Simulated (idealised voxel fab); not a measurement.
process module | voxel plated lines
cross-section cut | 240 nm wide | cells 5 nm
A cross-section is a grid of square cells, given in bands from the top down. A band is one or more rows of cells.
Each band's line starts with the height of the band's top and of its bottom, in nm. Then come its materials from left to right, each with its width in nm. One material with "throughout" fills the band from edge to edge. "air" is empty space.
Height 0 is the level under which the wafer as received is all one material. The lowest band goes on downwards, as in "0 down".
A width such as "30 to 40" changes by the same amount from each row of cells to the next, from the band's top row to its bottom row.
"no change" after a step means that no cell of the cross-section changed.
closed voids: empty space of 8 cells or more with no open way to the top, each as width x height at its distance from the left edge, in nm
after a step's settings: what the simulator itself notes on the step
overlay nm, on a step with a mask: how far to the right of its planned place the mask lay; to the left if negative
plan
1 op RECEIVE | material Si
2 op CONFORMAL_DEP | material SiO2 | thk nm 5
3 op DIRECTIONAL_DEP | material TiN | thk nm 5
4 op PATTERN | tone open | mask id LINES | material resist | width nm 25 | pitch nm 50 | thk nm 25 | overlay nm 0
5 op EPI | material Ru | thk nm 5
6 op EPI | material Ru | thk nm 10
7 op STRIP | etch materials resist
8 op DIRECTIONAL_ETCH | etch materials TiN | depth nm 5
9 op CONFORMAL_DEP | material SiCN | thk nm 5
as received, after step 1
  0 down: Si throughout
  closed voids: none
first wafer at the end, as planned
  30 to 25: air 50 | SiCN 35 | air 15 | SiCN 35 | air 15 | SiCN 35 | air 55
  25 to 10: air 50 | SiCN 5 | Ru 25 | SiCN 5 | air 15 | SiCN 5 | Ru 25 | SiCN 5 | air 15 | SiCN 5 | Ru 25 | SiCN 5 | air 55
  10 to 5: SiCN 55 | TiN 25 | SiCN 25 | TiN 25 | SiCN 25 | TiN 25 | SiCN 60
  5 to 0: SiO2 throughout
  0 down: Si throughout
  closed voids: none
second wafer at the end: like start, like plan, one mistake
  30 to 25: air 50 | SiCN 35 | air 15 | SiCN 35 | air 15 | SiCN 35 | air 55
  25 to 10: air 50 | SiCN 5 | Ru 25 | SiCN 5 | air 15 | SiCN 5 | Ru 25 | SiCN 5 | air 15 | SiCN 5 | Ru 25 | SiCN 5 | air 55
  10 to 5: SiCN 55 | TiN 25 | SiCN 25 | TiN 25 | SiCN 25 | TiN 25 | SiCN 60
  5 to 0: Ru throughout
  0 down: Si throughout
  closed voids: none
what went wrong: step 2 ran as: op CONFORMAL_DEP | material Ru | thk nm 5
at the end the second wafer has, in cells: 48 more of Ru | 48 fewer of SiO2
